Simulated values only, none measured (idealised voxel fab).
Documented hereafter: the process module known as voxel self aligned vias.
This is section cut - it's 250 nm across, gridded in 5 nm square cells.
Cross-section spec: square-cell grid; bands listed top down; each band is one or more rows.
Band: top height; bottom height; in nm. Then, left to right: material with width in nm, for each material. "all across": a single material spanning edge to edge. "air": empty space.
It should be noted that heights are counted from 0, beneath which the wafer as supplied is of one material throughout, and that the lowest band possesses no lower boundary but continues downward, as written in "0 -> down".
Note: "30->40" means the width goes from the first number (top row of the band) to the second number (bottom row) in equal steps per row of cells.
No cell of the cross-section changed in a step that is given as "nothing was modified".
In "Voids, fully enclosed" the enclosed voids are listed, meaning empty spaces of 8 cells or larger without any opening to the top. The form is width x height at distance, distance from the left edge, units nm.
It should be noted that, on the line of a given step, the content following the step's settings is a remark produced by the simulator itself with respect to that step.
"overlay nm" on a masked step: distance the mask lay right of its planned place, negative for left.
-- Set out below are the planned steps of the process
- 1: RECEIVE [material Si]
- 2: CONFORMAL_DEP [material SiO2] [thk nm 10]
- 3: CONFORMAL_DEP [material SiCN] [thk nm 5]
- 4: DIRECTIONAL_DEP [material SiO2] [thk nm 20]
- 5: PATTERN [tone open] [mask id LINES] [material resist] [width nm 30] [pitch nm 55] [thk nm 15] [overlay nm 0]
- 6: DIRECTIONAL_ETCH [etch materials SiO2] [depth nm 20]
- 7: STRIP [etch materials resist]
- 8: CONFORMAL_DEP [material TiN] [thk nm 5]
- 9: FILL_DEP [material Ru] [thk nm 5]
- 10: CMP [height nm 35]
- 11: SELECTIVE_ETCH [etch materials W Ru TiN] [depth nm 5]
- 12: FILL_DEP [material SiN] [thk nm 10]
- 13: CMP [height nm 35]
- 14: DIRECTIONAL_DEP [material SiO2] [thk nm 20]
- 15: MASKED_ETCH [tone open] [mask id VIAS] [width nm 30] [pitch nm 55] [etch materials SiO2] [depth nm 20] [overlay nm 0]
- 16: MASKED_ETCH [tone open] [mask id VIAS] [width nm 40] [pitch nm 55] [etch materials SiN] [depth nm 5] [overlay nm 0]
- 17: CONFORMAL_DEP [material TiN] [thk nm 5]
- 18: FILL_DEP [material Ru] [thk nm 10]
- 19: CMP [height nm 55]
- 20: CONFORMAL_DEP [material SiCN] [thk nm 5]
The value of width nm given for step 15 in the plan refers to the first wafer; the wafers vary in this setting and are alike at the start.
-- Cross-section of the first incoming wafer of several, state after step 1
  0 -> down  Si all across
  Voids, fully enclosed: none
-- Quick look at the cross-section of the first of several wafers after step 20, which wraps up the module
  60 -> 55  SiCN all across
  55 -> 35  SiO2 (55) | TiN (5) | Ru (20) | TiN (5) | SiO2 (25) | TiN (5) | Ru (20) | TiN (5) | SiO2 (25) | TiN (5) | Ru (20) | TiN (5) | SiO2 (55)
  35 -> 30  SiO2 (55) | TiN (30) | SiO2 (25) | TiN (30) | SiO2 (25) | TiN (30) | SiO2 (55)
  30 -> 20  SiO2 (55) | TiN (5) | Ru (20) | TiN (5) | SiO2 (25) | TiN (5) | Ru (20) | TiN (5) | SiO2 (25) | TiN (5) | Ru (20) | TiN (5) | SiO2 (55)
  20 -> 15  SiO2 (55) | TiN (30) | SiO2 (25) | TiN (30) | SiO2 (25) | TiN (30) | SiO2 (55)
  15 -> 10  SiCN all across
  10 -> 0  SiO2 all across
  0 -> down  Si all across
  Voids, fully enclosed: none
-- At the end of the module, the last of several wafers in cross-section
  60 -> 55  SiCN all across
  55 -> 40  SiO2 (50) | TiN (5) | Ru (30) | TiN (5) | SiO2 (15) | TiN (5) | Ru (30) | TiN (5) | SiO2 (15) | TiN (5) | Ru (30) | TiN (5) | SiO2 (50)
  40 -> 35  SiO2 (50) | TiN (10) | Ru (20) | TiN (10) | SiO2 (15) | TiN (10) | Ru (20) | TiN (10) | SiO2 (15) | TiN (10) | Ru (20) | TiN (10) | SiO2 (50)
  35 -> 30  SiO2 (55) | TiN (30) | SiO2 (25) | TiN (30) | SiO2 (25) | TiN (30) | SiO2 (55)
  30 -> 20  SiO2 (55) | TiN (5) | Ru (20) | TiN (5) | SiO2 (25) | TiN (5) | Ru (20) | TiN (5) | SiO2 (25) | TiN (5) | Ru (20) | TiN (5) | SiO2 (55)
  20 -> 15  SiO2 (55) | TiN (30) | SiO2 (25) | TiN (30) | SiO2 (25) | TiN (30) | SiO2 (55)
  15 -> 10  SiCN all across
  10 -> 0  SiO2 all across
  0 -> down  Si all across
  Voids, fully enclosed: none
-- End of module, by wafer: material-by-material cell gain (+) or loss (-) since receipt, then closed voids
width nm 30, +72 Ru, +100 SiCN, +356 SiO2, +72 TiN, Voids, fully enclosed: none
width nm 35, +81 Ru, +100 SiCN, +344 SiO2, +75 TiN, Voids, fully enclosed: none
width nm 40, +90 Ru, +100 SiCN, +332 SiO2, +78 TiN, Voids, fully enclosed: none
